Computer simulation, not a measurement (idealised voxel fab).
You're looking at the process module voxel transistor to metal.
Displayed cross-section: cut, width of 275 nm, square cells sized 5 nm.
Think of the cross-section as a grid of square cells. We describe it in bands, top to bottom, and each band covers one or more rows of those cells. Within each band entry, the heights of the top and of the bottom of the band appear first, in that order and in nm; the materials of the band then follow from left to right, each with its corresponding width in nm. The designation "everywhere" on a single material indicates that it fills the band from edge to edge; the designation "empty" indicates empty space. Convention: height 0 is the level below which the wafer, as received, is all one material. The lowest band does not terminate at the bottom but continues downward, represented as "z 0 and below". Quick explanation for "30->40": the width changes in equal steps down the rows of cells, from the first number in the band's top row to the second number in its bottom row. Reading "no change" for a step: not a cell of the cross-section changed in it. In the "Closed-off voids" entry, you get each enclosed empty space of 8 cells or more, one with no open way to the top, written width x height at distance, distance from the left edge, in nm. On a step's line, text after the settings is the simulator commenting on that step. overlay nm: for a step with a mask, the amount by which the mask lay right of where it was planned; a negative amount means left of it. Note on reading: below, each pair holds a cross-section from before one process step and one from after it; the one from after shows only down to the lowest band that changed. Beneath the pair, the step in between is stated along with its settings. The pairs can stem from different runs of this module on the same starting wafer. Where a pair's entry headed "Snapshot before" says so, and only there, that pair continues from the pair above it.
-- Snapshot before
	z 55 to 45 = 25 aC; 30 empty; 35 aC; 30 empty; 30 aC; 30 empty; 35 aC; 30 empty; 30 aC
	z 45 to 30 = SiO2 everywhere
	z 30 to 20 = 50 SiO2; 10 SiN; 25 polySi; 10 SiN; 80 SiO2; 10 SiN; 25 polySi; 10 SiN; 55 SiO2
	z 20 to 15 = SiO2 everywhere
	z 15 to 5 = 20 SiO2; 105 SiN; 20 SiO2; 105 SiN; 25 SiO2
	z 5 to 0 = SiO2 everywhere
	z 0 to -30 = 20 SiO2; 105 Si; 20 SiO2; 105 Si; 25 SiO2
	z -30 and below = Si everywhere
	Closed-off voids: none
-- State After Step
	z 55 to 45 = 25 aC; 30 empty; 35 aC; 30 empty; 30 aC; 30 empty; 35 aC; 30 empty; 30 aC
	z 45 to 30 = 25 SiO2; 30 empty; 35 SiO2; 30 empty; 30 SiO2; 30 empty; 35 SiO2; 30 empty; 30 SiO2
	z 30 to 20 = 25 SiO2; 25 empty; 10 SiN; 25 polySi; 10 SiN; 25 empty; 30 SiO2; 25 empty; 10 SiN; 25 polySi; 10 SiN; 25 empty; 30 SiO2
	z 20 to 15 = 25 SiO2; 25 empty; 45 SiO2; 25 empty; 30 SiO2; 25 empty; 45 SiO2; 25 empty; 30 SiO2
	Heights below 15 show no change.
	Closed-off voids: none
So what happened between those two cross-sections up there? DIRECTIONAL_ETCH: etch materials SiO2, depth nm 35
Snapshot before: see preceding pair, after cross-section.
-- State After Step
	z 45 to 30 = 25 SiO2; 30 empty; 35 SiO2; 30 empty; 30 SiO2; 30 empty; 35 SiO2; 30 empty; 30 SiO2
	Heights below 30 show no change.
	Closed-off voids: none
So what happened between those two cross-sections up there? STRIP: etch materials aC
Snapshot before: see preceding pair, after cross-section.
-- State After Step
	z 50 to 45 = 30 TiN; 20 empty; 45 TiN; 20 empty; 40 TiN; 20 empty; 45 TiN; 20 empty; 35 TiN
	z 45 to 35 = 25 SiO2; 5 TiN; 20 empty; 5 TiN; 35 SiO2; 5 TiN; 20 empty; 5 TiN; 30 SiO2; 5 TiN; 20 empty; 5 TiN; 35 SiO2; 5 TiN; 20 empty; 5 TiN; 30 SiO2
	z 35 to 30 = 25 SiO2; 5 TiN; 15 empty; 10 TiN; 35 SiO2; 10 TiN; 15 empty; 5 TiN; 30 SiO2; 5 TiN; 15 empty; 10 TiN; 35 SiO2; 10 TiN; 15 empty; 5 TiN; 30 SiO2
	z 30 to 20 = 25 SiO2; 5 TiN; 15 empty; 5 TiN; 10 SiN; 25 polySi; 10 SiN; 5 TiN; 15 empty; 5 TiN; 30 SiO2; 5 TiN; 15 empty; 5 TiN; 10 SiN; 25 polySi; 10 SiN; 5 TiN; 15 empty; 5 TiN; 30 SiO2
	z 20 to 15 = 25 SiO2; 25 TiN; 45 SiO2; 25 TiN; 30 SiO2; 25 TiN; 45 SiO2; 25 TiN; 30 SiO2
	Heights below 15 show no change.
	Closed-off voids: none
So what happened between those two cross-sections up there? CONFORMAL_DEP: material TiN, thk nm 5
Snapshot before: see preceding pair, after cross-section.
-- State After Step
	z 55 to 50 = W everywhere
	z 50 to 45 = 30 TiN; 20 W; 45 TiN; 20 W; 40 TiN; 20 W; 45 TiN; 20 W; 35 TiN
	z 45 to 35 = 25 SiO2; 5 TiN; 20 W; 5 TiN; 35 SiO2; 5 TiN; 20 W; 5 TiN; 30 SiO2; 5 TiN; 20 W; 5 TiN; 35 SiO2; 5 TiN; 20 W; 5 TiN; 30 SiO2
	z 35 to 30 = 25 SiO2; 5 TiN; 15 W; 10 TiN; 35 SiO2; 10 TiN; 15 W; 5 TiN; 30 SiO2; 5 TiN; 15 W; 10 TiN; 35 SiO2; 10 TiN; 15 W; 5 TiN; 30 SiO2
	z 30 to 20 = 25 SiO2; 5 TiN; 15 W; 5 TiN; 10 SiN; 25 polySi; 10 SiN; 5 TiN; 15 W; 5 TiN; 30 SiO2; 5 TiN; 15 W; 5 TiN; 10 SiN; 25 polySi; 10 SiN; 5 TiN; 15 W; 5 TiN; 30 SiO2
	Heights below 20 show no change.
	Closed-off voids: none
So what happened between those two cross-sections up there? FILL_DEP: material W, thk nm 5
Snapshot before: see preceding pair, after cross-section.
-- State After Step
	z 45 to 35 = 25 SiO2; 5 TiN; 20 W; 5 TiN; 35 SiO2; 5 TiN; 20 W; 5 TiN; 30 SiO2; 5 TiN; 20 W; 5 TiN; 35 SiO2; 5 TiN; 20 W; 5 TiN; 30 SiO2
	Heights below 35 show no change.
	Closed-off voids: none
So what happened between those two cross-sections up there? CMP: height nm 45
Snapshot before: see preceding pair, after cross-section.
-- State After Step
	z 50 to 45 = SiCN everywhere
	Heights below 45 show no change.
	Closed-off voids: none
So what happened between those two cross-sections up there? CONFORMAL_DEP: material SiCN, thk nm 5
Snapshot before: see preceding pair, after cross-section.
-- State After Step
	z 65 to 50 = lowk everywhere
	Heights below 50 show no change.
	Closed-off voids: none
So what happened between those two cross-sections up there? DIRECTIONAL_DEP: material lowk, thk nm 15
Snapshot before: see preceding pair, after cross-section.
-- State After Step
	z 65 to 50 = 25 lowk; 20 empty; 55 lowk; 20 empty; 30 lowk; 20 empty; 55 lowk; 20 empty; 30 lowk
	Heights below 50 show no change.
	Closed-off voids: none
So what happened between those two cross-sections up there? MASKED_ETCH: tone open, mask id METAL_1, width nm 20, etch materials lowk, depth nm 15, overlay nm 0
Snapshot before: see preceding pair, after cross-section.
-- State After Step
	z 65 to 50 = 25 lowk; 20 empty; 55 lowk; 20 empty; 30 lowk; 20 empty; 55 lowk; 20 empty; 30 lowk
	z 50 to 45 = 25 SiCN; 20 empty; 55 SiCN; 20 empty; 30 SiCN; 20 empty; 55 SiCN; 20 empty; 30 SiCN
	Heights below 45 show no change.
	Closed-off voids: none
So what happened between those two cross-sections up there? MASKED_ETCH: tone open, mask id METAL_1, width nm 20, etch materials SiCN, depth nm 5, overlay nm 0
Snapshot before: see preceding pair, after cross-section.
-- State After Step
	z 70 to 65 = 30 TiN; 10 empty; 65 TiN; 10 empty; 40 TiN; 10 empty; 65 TiN; 10 empty; 35 TiN
	z 65 to 50 = 25 lowk; 5 TiN; 10 empty; 5 TiN; 55 lowk; 5 TiN; 10 empty; 5 TiN; 30 lowk; 5 TiN; 10 empty; 5 TiN; 55 lowk; 5 TiN; 10 empty; 5 TiN; 30 lowk
	z 50 to 45 = 25 SiCN; 20 TiN; 55 SiCN; 20 TiN; 30 SiCN; 20 TiN; 55 SiCN; 20 TiN; 30 SiCN
	Heights below 45 show no change.
	Closed-off voids: none
So what happened between those two cross-sections up there? CONFORMAL_DEP: material TiN, thk nm 5
Snapshot before: see preceding pair, after cross-section.
-- State After Step
	z 75 to 70 = Ru everywhere
	z 70 to 65 = 30 TiN; 10 Ru; 65 TiN; 10 Ru; 40 TiN; 10 Ru; 65 TiN; 10 Ru; 35 TiN
	z 65 to 50 = 25 lowk; 5 TiN; 10 Ru; 5 TiN; 55 lowk; 5 TiN; 10 Ru; 5 TiN; 30 lowk; 5 TiN; 10 Ru; 5 TiN; 55 lowk; 5 TiN; 10 Ru; 5 TiN; 30 lowk
	Heights below 50 show no change.
	Closed-off voids: none
So what happened between those two cross-sections up there? FILL_DEP: material Ru, thk nm 5
Snapshot before: see preceding pair, after cross-section.
-- State After Step
	z 65 to 50 = 25 lowk; 5 TiN; 10 Ru; 5 TiN; 55 lowk; 5 TiN; 10 Ru; 5 TiN; 30 lowk; 5 TiN; 10 Ru; 5 TiN; 55 lowk; 5 TiN; 10 Ru; 5 TiN; 30 lowk
	Heights below 50 show no change.
	Closed-off voids: none
So what happened between those two cross-sections up there? CMP: height nm 65
Snapshot before: see preceding pair, after cross-section.
-- State After Step
	z 70 to 65 = SiN everywhere
	Heights below 65 show no change.
	Closed-off voids: none
So what happened between those two cross-sections up there? CONFORMAL_DEP: material SiN, thk nm 5
-- Snapshot before
	z 45 to 30 = SiO2 everywhere
	z 30 to 20 = 50 SiO2; 10 SiN; 25 SiCN; 10 SiN; 80 SiO2; 10 SiN; 25 SiCN; 10 SiN; 55 SiO2
	z 20 to 10 = 50 SiO2; 10 SiN; 25 polySi; 10 SiN; 80 SiO2; 10 SiN; 25 polySi; 10 SiN; 55 SiO2
	z 10 to 5 = 20 SiO2; 30 SiGe; 10 SiN; 25 polySi; 10 SiN; 30 SiGe; 20 SiO2; 30 SiGe; 10 SiN; 25 polySi; 10 SiN; 30 SiGe; 25 SiO2
	z 5 to 0 = 15 SiO2; 10 SiN; 25 SiGe; 10 SiN; 25 polySi; 10 SiN; 25 SiGe; 10 SiN; 10 SiO2; 10 SiN; 25 SiGe; 10 SiN; 25 polySi; 10 SiN; 25 SiGe; 10 SiN; 20 SiO2
	z 0 to -5 = 25 SiO2; 25 SiGe; 45 SiO2; 25 SiGe; 30 SiO2; 25 SiGe; 45 SiO2; 25 SiGe; 30 SiO2
	z -5 to -15 = 20 SiO2; 5 Si; 25 SiGe; 45 Si; 25 SiGe; 5 Si; 20 SiO2; 5 Si; 25 SiGe; 45 Si; 25 SiGe; 5 Si; 25 SiO2
	z -15 to -30 = 20 SiO2; 105 Si; 20 SiO2; 105 Si; 25 SiO2
	z -30 and below = Si everywhere
	Closed-off voids: none
-- State After Step
	z 60 to 30 = SiO2 everywhere
	Heights below 30 show no change.
	Closed-off voids: none
So what happened between those two cross-sections up there? DIRECTIONAL_DEP: material SiO2, thk nm 15
Snapshot before: see preceding pair, after cross-section.
-- State After Step
	z 70 to 60 = aC everywhere
	Heights below 60 show no change.
	Closed-off voids: none
So what happened between those two cross-sections up there? DIRECTIONAL_DEP: material aC, thk nm 10
Snapshot before: see preceding pair, after cross-section.
-- State After Step
	z 95 to 70 = 25 resist; 30 empty; 35 resist; 30 empty; 30 resist; 30 empty; 35 resist; 30 empty; 30 resist
	Heights below 70 show no change.
	Closed-off voids: none
So what happened between those two cross-sections up there? PATTERN: tone open, mask id CONTACT, material resist, width nm 30, thk nm 25, overlay nm 0
Snapshot before: see preceding pair, after cross-section.
-- State After Step
	z 85 to 70 = 25 resist; 30 empty; 35 resist; 30 empty; 30 resist; 30 empty; 35 resist; 30 empty; 30 resist
	z 70 to 60 = 25 aC; 30 empty; 35 aC; 30 empty; 30 aC; 30 empty; 35 aC; 30 empty; 30 aC
	Heights below 60 show no change.
	Closed-off voids: none
So what happened between those two cross-sections up there? DIRECTIONAL_ETCH: etch materials aC, depth nm 10
Snapshot before: see preceding pair, after cross-section.
-- State After Step
	z 70 to 60 = 25 aC; 30 empty; 35 aC; 30 empty; 30 aC; 30 empty; 35 aC; 30 empty; 30 aC
	Heights below 60 show no change.
	Closed-off voids: none
So what happened between those two cross-sections up there? STRIP: etch materials resist
Snapshot before: see preceding pair, after cross-section.
-- State After Step
	z 70 to 60 = 25 aC; 30 empty; 35 aC; 30 empty; 30 aC; 30 empty; 35 aC; 30 empty; 30 aC
	z 60 to 30 = 25 SiO2; 30 empty; 35 SiO2; 30 empty; 30 SiO2; 30 empty; 35 SiO2; 30 empty; 30 SiO2
	z 30 to 25 = 25 SiO2; 25 empty; 10 SiN; 25 SiCN; 10 SiN; 25 empty; 30 SiO2; 25 empty; 10 SiN; 25 SiCN; 10 SiN; 25 empty; 30 SiO2
	Heights below 25 show no change.
	Closed-off voids: none
So what happened between those two cross-sections up there? DIRECTIONAL_ETCH: etch materials SiO2, depth nm 35
Snapshot before: see preceding pair, after cross-section.
-- State After Step
	z 60 to 30 = 25 SiO2; 30 empty; 35 SiO2; 30 empty; 30 SiO2; 30 empty; 35 SiO2; 30 empty; 30 SiO2
	Heights below 30 show no change.
	Closed-off voids: none
So what happened between those two cross-sections up there? STRIP: etch materials aC
Snapshot before: see preceding pair, after cross-section.
-- State After Step
	z 65 to 60 = 30 TiN; 20 empty; 45 TiN; 20 empty; 40 TiN; 20 empty; 45 TiN; 20 empty; 35 TiN
	z 60 to 35 = 25 SiO2; 5 TiN; 20 empty; 5 TiN; 35 SiO2; 5 TiN; 20 empty; 5 TiN; 30 SiO2; 5 TiN; 20 empty; 5 TiN; 35 SiO2; 5 TiN; 20 empty; 5 TiN; 30 SiO2
	z 35 to 30 = 25 SiO2; 5 TiN; 15 empty; 10 TiN; 35 SiO2; 10 TiN; 15 empty; 5 TiN; 30 SiO2; 5 TiN; 15 empty; 10 TiN; 35 SiO2; 10 TiN; 15 empty; 5 TiN; 30 SiO2
	z 30 to 25 = 25 SiO2; 25 TiN; 10 SiN; 25 SiCN; 10 SiN; 25 TiN; 30 SiO2; 25 TiN; 10 SiN; 25 SiCN; 10 SiN; 25 TiN; 30 SiO2
	Heights below 25 show no change.
	Closed-off voids: none
So what happened between those two cross-sections up there? CONFORMAL_DEP: material TiN, thk nm 5
Snapshot before: see preceding pair, after cross-section.
-- State After Step
	z 70 to 65 = W everywhere
	z 65 to 60 = 30 TiN; 20 W; 45 TiN; 20 W; 40 TiN; 20 W; 45 TiN; 20 W; 35 TiN
	z 60 to 35 = 25 SiO2; 5 TiN; 20 W; 5 TiN; 35 SiO2; 5 TiN; 20 W; 5 TiN; 30 SiO2; 5 TiN; 20 W; 5 TiN; 35 SiO2; 5 TiN; 20 W; 5 TiN; 30 SiO2
	z 35 to 30 = 25 SiO2; 5 TiN; 15 W; 10 TiN; 35 SiO2; 10 TiN; 15 W; 5 TiN; 30 SiO2; 5 TiN; 15 W; 10 TiN; 35 SiO2; 10 TiN; 15 W; 5 TiN; 30 SiO2
	Heights below 30 show no change.
	Closed-off voids: none
So what happened between those two cross-sections up there? FILL_DEP: material W, thk nm 5
Snapshot before: see preceding pair, after cross-section.
-- State After Step
	z 45 to 35 = 25 SiO2; 5 TiN; 20 W; 5 TiN; 35 SiO2; 5 TiN; 20 W; 5 TiN; 30 SiO2; 5 TiN; 20 W; 5 TiN; 35 SiO2; 5 TiN; 20 W; 5 TiN; 30 SiO2
	Heights below 35 show no change.
	Closed-off voids: none
So what happened between those two cross-sections up there? CMP: height nm 45
Snapshot before: see preceding pair, after cross-section.
-- State After Step
	z 50 to 45 = SiCN everywhere
	Heights below 45 show no change.
	Closed-off voids: none
So what happened between those two cross-sections up there? CONFORMAL_DEP: material SiCN, thk nm 5
Snapshot before: see preceding pair, after cross-section.
-- State After Step
	z 65 to 50 = lowk everywhere
	Heights below 50 show no change.
	Closed-off voids: none
So what happened between those two cross-sections up there? DIRECTIONAL_DEP: material lowk, thk nm 15
Snapshot before: see preceding pair, after cross-section.
-- State After Step
	z 65 to 50 = 25 lowk; 20 empty; 55 lowk; 20 empty; 30 lowk; 20 empty; 55 lowk; 20 empty; 30 lowk
	Heights below 50 show no change.
	Closed-off voids: none
So what happened between those two cross-sections up there? MASKED_ETCH: tone open, mask id METAL_1, width nm 20, etch materials lowk, depth nm 15, overlay nm 0
Snapshot before: see preceding pair, after cross-section.
-- State After Step
	z 65 to 50 = 25 lowk; 20 empty; 55 lowk; 20 empty; 30 lowk; 20 empty; 55 lowk; 20 empty; 30 lowk
	z 50 to 45 = 25 SiCN; 20 empty; 55 SiCN; 20 empty; 30 SiCN; 20 empty; 55 SiCN; 20 empty; 30 SiCN
	Heights below 45 show no change.
	Closed-off voids: none
So what happened between those two cross-sections up there? MASKED_ETCH: tone open, mask id METAL_1, width nm 20, etch materials SiCN, depth nm 5, overlay nm 0
Snapshot before: see preceding pair, after cross-section.
-- State After Step
	z 70 to 65 = 30 TiN; 10 empty; 65 TiN; 10 empty; 40 TiN; 10 empty; 65 TiN; 10 empty; 35 TiN
	z 65 to 50 = 25 lowk; 5 TiN; 10 empty; 5 TiN; 55 lowk; 5 TiN; 10 empty; 5 TiN; 30 lowk; 5 TiN; 10 empty; 5 TiN; 55 lowk; 5 TiN; 10 empty; 5 TiN; 30 lowk
	z 50 to 45 = 25 SiCN; 20 TiN; 55 SiCN; 20 TiN; 30 SiCN; 20 TiN; 55 SiCN; 20 TiN; 30 SiCN
	Heights below 45 show no change.
	Closed-off voids: none
So what happened between those two cross-sections up there? CONFORMAL_DEP: material TiN, thk nm 5
Snapshot before: see preceding pair, after cross-section.
-- State After Step
	z 75 to 70 = Ru everywhere
	z 70 to 65 = 30 TiN; 10 Ru; 65 TiN; 10 Ru; 40 TiN; 10 Ru; 65 TiN; 10 Ru; 35 TiN
	z 65 to 50 = 25 lowk; 5 TiN; 10 Ru; 5 TiN; 55 lowk; 5 TiN; 10 Ru; 5 TiN; 30 lowk; 5 TiN; 10 Ru; 5 TiN; 55 lowk; 5 TiN; 10 Ru; 5 TiN; 30 lowk
	Heights below 50 show no change.
	Closed-off voids: none
So what happened between those two cross-sections up there? FILL_DEP: material Ru, thk nm 5
Snapshot before: see preceding pair, after cross-section.
-- State After Step
	z 65 to 50 = 25 lowk; 5 TiN; 10 Ru; 5 TiN; 55 lowk; 5 TiN; 10 Ru; 5 TiN; 30 lowk; 5 TiN; 10 Ru; 5 TiN; 55 lowk; 5 TiN; 10 Ru; 5 TiN; 30 lowk
	Heights below 50 show no change.
	Closed-off voids: none
So what happened between those two cross-sections up there? CMP: height nm 65
Snapshot before: see preceding pair, after cross-section.
-- State After Step
	z 70 to 65 = SiN everywhere
	Heights below 65 show no change.
	Closed-off voids: none
So what happened between those two cross-sections up there? CONFORMAL_DEP: material SiN, thk nm 5
-- Snapshot before
	z 45 to 35 = 25 SiO2; 5 TiN; 20 W; 5 TiN; 35 SiO2; 5 TiN; 20 W; 5 TiN; 30 SiO2; 5 TiN; 20 W; 5 TiN; 35 SiO2; 5 TiN; 20 W; 5 TiN; 30 SiO2
	z 35 to 30 = 25 SiO2; 5 TiN; 15 W; 10 TiN; 35 SiO2; 10 TiN; 15 W; 5 TiN; 30 SiO2; 5 TiN; 15 W; 10 TiN; 35 SiO2; 10 TiN; 15 W; 5 TiN; 30 SiO2
	z 30 to 20 = 25 SiO2; 5 TiN; 15 W; 5 TiN; 10 SiN; 25 SiCN; 10 SiN; 5 TiN; 15 W; 5 TiN; 30 SiO2; 5 TiN; 15 W; 5 TiN; 10 SiN; 25 SiCN; 10 SiN; 5 TiN; 15 W; 5 TiN; 30 SiO2
	z 20 to 15 = 25 SiO2; 5 TiN; 15 W; 5 TiN; 10 SiN; 25 polySi; 10 SiN; 5 TiN; 15 W; 5 TiN; 30 SiO2; 5 TiN; 15 W; 5 TiN; 10 SiN; 25 polySi; 10 SiN; 5 TiN; 15 W; 5 TiN; 30 SiO2
	z 15 to 10 = 25 SiO2; 25 TiN; 10 SiN; 25 polySi; 10 SiN; 25 TiN; 30 SiO2; 25 TiN; 10 SiN; 25 polySi; 10 SiN; 25 TiN; 30 SiO2
	z 10 to 5 = 20 SiO2; 30 SiGe; 10 SiN; 25 polySi; 10 SiN; 30 SiGe; 20 SiO2; 30 SiGe; 10 SiN; 25 polySi; 10 SiN; 30 SiGe; 25 SiO2
	z 5 to 0 = 15 SiO2; 10 SiN; 25 SiGe; 10 SiN; 25 polySi; 10 SiN; 25 SiGe; 10 SiN; 10 SiO2; 10 SiN; 25 SiGe; 10 SiN; 25 polySi; 10 SiN; 25 SiGe; 10 SiN; 20 SiO2
	z 0 to -5 = 25 SiO2; 25 SiGe; 45 SiO2; 25 SiGe; 30 SiO2; 25 SiGe; 45 SiO2; 25 SiGe; 30 SiO2
	z -5 to -15 = 20 SiO2; 5 Si; 25 SiGe; 45 Si; 25 SiGe; 5 Si; 20 SiO2; 5 Si; 25 SiGe; 45 Si; 25 SiGe; 5 Si; 25 SiO2
	z -15 to -30 = 20 SiO2; 105 Si; 20 SiO2; 105 Si; 25 SiO2
	z -30 and below = Si everywhere
	Closed-off voids: none
-- State After Step
	z 60 to 45 = lowk everywhere
	Heights below 45 show no change.
	Closed-off voids: none
So what happened between those two cross-sections up there? DIRECTIONAL_DEP: material lowk, thk nm 15
Snapshot before: see preceding pair, after cross-section.
-- State After Step
	z 65 to 60 = SiCN everywhere
	Heights below 60 show no change.
	Closed-off voids: none
So what happened between those two cross-sections up there? CONFORMAL_DEP: material SiCN, thk nm 5
Snapshot before: see preceding pair, after cross-section.
-- State After Step
	z 65 to 60 = 25 SiCN; 20 empty; 55 SiCN; 20 empty; 30 SiCN; 20 empty; 55 SiCN; 20 empty; 30 SiCN
	Heights below 60 show no change.
	Closed-off voids: none
So what happened between those two cross-sections up there? MASKED_ETCH: tone open, mask id METAL_1, width nm 20, etch materials SiCN, depth nm 5, overlay nm 0
Snapshot before: see preceding pair, after cross-section.
-- State After Step
	z 70 to 65 = 30 TiN; 10 empty; 65 TiN; 10 empty; 40 TiN; 10 empty; 65 TiN; 10 empty; 35 TiN
	z 65 to 60 = 25 SiCN; 20 TiN; 55 SiCN; 20 TiN; 30 SiCN; 20 TiN; 55 SiCN; 20 TiN; 30 SiCN
	Heights below 60 show no change.
	Closed-off voids: none
So what happened between those two cross-sections up there? CONFORMAL_DEP: material TiN, thk nm 5
Snapshot before: see preceding pair, after cross-section.
-- State After Step
	z 75 to 70 = Ru everywhere
	z 70 to 65 = 30 TiN; 10 Ru; 65 TiN; 10 Ru; 40 TiN; 10 Ru; 65 TiN; 10 Ru; 35 TiN
	Heights below 65 show no change.
	Closed-off voids: none
So what happened between those two cross-sections up there? FILL_DEP: material Ru, thk nm 5
Snapshot before: see preceding pair, after cross-section.
-- State After Step
	z 65 to 60 = 25 SiCN; 20 TiN; 55 SiCN; 20 TiN; 30 SiCN; 20 TiN; 55 SiCN; 20 TiN; 30 SiCN
	Heights below 60 show no change.
	Closed-off voids: none
So what happened between those two cross-sections up there? CMP: height nm 65
Snapshot before: see preceding pair, after cross-section.
-- State After Step
	z 70 to 65 = SiN everywhere
	Heights below 65 show no change.
	Closed-off voids: none
So what happened between those two cross-sections up there? CONFORMAL_DEP: material SiN, thk nm 5
-- Snapshot before
	z 75 to 70 = Ru everywhere
	z 70 to 65 = 30 TiN; 10 Ru; 65 TiN; 10 Ru; 40 TiN; 10 Ru; 65 TiN; 10 Ru; 35 TiN
	z 65 to 50 = 25 lowk; 5 TiN; 10 Ru; 5 TiN; 55 lowk; 5 TiN; 10 Ru; 5 TiN; 30 lowk; 5 TiN; 10 Ru; 5 TiN; 55 lowk; 5 TiN; 10 Ru; 5 TiN; 30 lowk
	z 50 to 45 = 25 SiCN; 20 TiN; 55 SiCN; 20 TiN; 30 SiCN; 20 TiN; 55 SiCN; 20 TiN; 30 SiCN
	z 45 to 35 = 25 SiO2; 5 TiN; 20 W; 5 TiN; 35 SiO2; 5 TiN; 20 W; 5 TiN; 30 SiO2; 5 TiN; 20 W; 5 TiN; 35 SiO2; 5 TiN; 20 W; 5 TiN; 30 SiO2
	z 35 to 30 = 25 SiO2; 5 TiN; 15 W; 10 TiN; 35 SiO2; 10 TiN; 15 W; 5 TiN; 30 SiO2; 5 TiN; 15 W; 10 TiN; 35 SiO2; 10 TiN; 15 W; 5 TiN; 30 SiO2
	z 30 to 20 = 25 SiO2; 5 TiN; 15 W; 5 TiN; 10 SiN; 25 SiCN; 10 SiN; 5 TiN; 15 W; 5 TiN; 30 SiO2; 5 TiN; 15 W; 5 TiN; 10 SiN; 25 SiCN; 10 SiN; 5 TiN; 15 W; 5 TiN; 30 SiO2
	z 20 to 15 = 25 SiO2; 5 TiN; 15 W; 5 TiN; 10 SiN; 25 polySi; 10 SiN; 5 TiN; 15 W; 5 TiN; 30 SiO2; 5 TiN; 15 W; 5 TiN; 10 SiN; 25 polySi; 10 SiN; 5 TiN; 15 W; 5 TiN; 30 SiO2
	z 15 to 10 = 25 SiO2; 25 TiN; 10 SiN; 25 polySi; 10 SiN; 25 TiN; 30 SiO2; 25 TiN; 10 SiN; 25 polySi; 10 SiN; 25 TiN; 30 SiO2
	z 10 to 5 = 20 SiO2; 30 SiGe; 10 SiN; 25 polySi; 10 SiN; 30 SiGe; 20 SiO2; 30 SiGe; 10 SiN; 25 polySi; 10 SiN; 30 SiGe; 25 SiO2
	z 5 to 0 = 15 SiO2; 10 SiN; 25 SiGe; 10 SiN; 25 polySi; 10 SiN; 25 SiGe; 10 SiN; 10 SiO2; 10 SiN; 25 SiGe; 10 SiN; 25 polySi; 10 SiN; 25 SiGe; 10 SiN; 20 SiO2
	z 0 to -5 = 25 SiO2; 25 SiGe; 45 SiO2; 25 SiGe; 30 SiO2; 25 SiGe; 45 SiO2; 25 SiGe; 30 SiO2
	z -5 to -15 = 20 SiO2; 5 Si; 25 SiGe; 45 Si; 25 SiGe; 5 Si; 20 SiO2; 5 Si; 25 SiGe; 45 Si; 25 SiGe; 5 Si; 25 SiO2
	z -15 to -30 = 20 SiO2; 105 Si; 20 SiO2; 105 Si; 25 SiO2
	z -30 and below = Si everywhere
	Closed-off voids: none
-- State After Step
	z 70 to 65 = 30 TiN; 10 Ru; 65 TiN; 10 Ru; 40 TiN; 10 Ru; 65 TiN; 10 Ru; 35 TiN
	Heights below 65 show no change.
	Closed-off voids: none
So what happened between those two cross-sections up there? CMP: height nm 70
Snapshot before: see preceding pair, after cross-section.
-- State After Step
	z 75 to 70 = SiN everywhere
	Heights below 70 show no change.
	Closed-off voids: none
So what happened between those two cross-sections up there? CONFORMAL_DEP: material SiN, thk nm 5
-- Snapshot before
	z 15 to 5 = SiN everywhere
	z 5 to 0 = SiO2 everywhere
	z 0 and below = Si everywhere
	Closed-off voids: none
-- State After Step
	z 35 to 15 = 25 empty; 95 resist; 30 empty; 95 resist; 30 empty
	Heights below 15 show no change.
	Closed-off voids: none
So what happened between those two cross-sections up there? PATTERN: tone cover, mask id ACTIVE, material resist, width nm 95, pitch nm 125, thk nm 20, overlay nm 0
Snapshot before: see preceding pair, after cross-section.
-- State After Step
	z 35 to 15 = 25 empty; 95 resist; 30 empty; 95 resist; 30 empty
	z 15 to 5 = 25 empty; 95 SiN; 30 empty; 95 SiN; 30 empty
	Heights below 5 show no change.
	Closed-off voids: none
So what happened between those two cross-sections up there? DIRECTIONAL_ETCH: etch materials SiN, depth nm 10
Snapshot before: see preceding pair, after cross-section.
-- State After Step
	z 35 to 15 = 25 empty; 95 resist; 30 empty; 95 resist; 30 empty
	z 15 to 5 = 25 empty; 95 SiN; 30 empty; 95 SiN; 30 empty
	z 5 to 0 = 25 empty; 95 SiO2; 30 empty; 95 SiO2; 30 empty
	Heights below 0 show no change.
	Closed-off voids: none
So what happened between those two cross-sections up there? DIRECTIONAL_ETCH: etch materials SiO2, depth nm 5
Snapshot before: see preceding pair, after cross-section.
-- State After Step
	z 35 to 15 = 25 empty; 95 resist; 30 empty; 95 resist; 30 empty
	z 15 to 5 = 25 empty; 95 SiN; 30 empty; 95 SiN; 30 empty
	z 5 to 0 = 25 empty; 95 SiO2; 30 empty; 95 SiO2; 30 empty
	z 0 to -30 = 25 empty; 95 Si; 30 empty; 95 Si; 30 empty
	Heights below -30 show no change.
	Closed-off voids: none
So what happened between those two cross-sections up there? DIRECTIONAL_ETCH: etch materials Si, depth nm 30
Snapshot before: see preceding pair, after cross-section.
-- State After Step
	z 15 to 5 = 25 empty; 95 SiN; 30 empty; 95 SiN; 30 empty
	Heights below 5 show no change.
	Closed-off voids: none
So what happened between those two cross-sections up there? STRIP: etch materials resist
Snapshot before: see preceding pair, after cross-section.
-- State After Step
	z 30 to 15 = SiO2 everywhere
	z 15 to 5 = 25 SiO2; 95 SiN; 30 SiO2; 95 SiN; 30 SiO2
	z 5 to 0 = SiO2 everywhere
	z 0 to -30 = 25 SiO2; 95 Si; 30 SiO2; 95 Si; 30 SiO2
	Heights below -30 show no change.
	Closed-off voids: none
So what happened between those two cross-sections up there? FILL_DEP: material SiO2, thk nm 15
Snapshot before: see preceding pair, after cross-section.
-- State After Step
	z 15 to 5 = 25 SiO2; 95 SiN; 30 SiO2; 95 SiN; 30 SiO2
	Heights below 5 show no change.
	Closed-off voids: none
So what happened between those two cross-sections up there? CMP: height nm 15
Snapshot before: see preceding pair, after cross-section.
-- State After Step
	z 15 to 10 = 25 empty; 95 SiN; 30 empty; 95 SiN; 30 empty
	Heights below 10 show no change.
	Closed-off voids: none
So what happened between those two cross-sections up there? SELECTIVE_ETCH: etch materials SiO2, depth nm 5
Snapshot before: see preceding pair, after cross-section.
-- State After Step
	z 10 to 5 = 25 SiO2; 95 empty; 30 SiO2; 95 empty; 30 SiO2
	Heights below 5 show no change.
	Closed-off voids: none
So what happened between those two cross-sections up there? STRIP: etch materials SiN
Snapshot before: see preceding pair, after cross-section.
-- State After Step
	z 5 to 0 = 20 SiO2; 105 empty; 20 SiO2; 105 empty; 25 SiO2
	Heights below 0 show no change.
	Closed-off voids: none
So what happened between those two cross-sections up there? SELECTIVE_ETCH: etch materials SiO2, depth nm 5
Snapshot before: see preceding pair, after cross-section.
-- State After Step
	z 5 to 0 = 20 SiO2; 105 empty; 20 SiO2; 105 empty; 25 SiO2
	z 0 to -5 = SiO2 everywhere
	Heights below -5 show no change.
	Closed-off voids: none
So what happened between those two cross-sections up there? OXIDIZE: depth nm 5
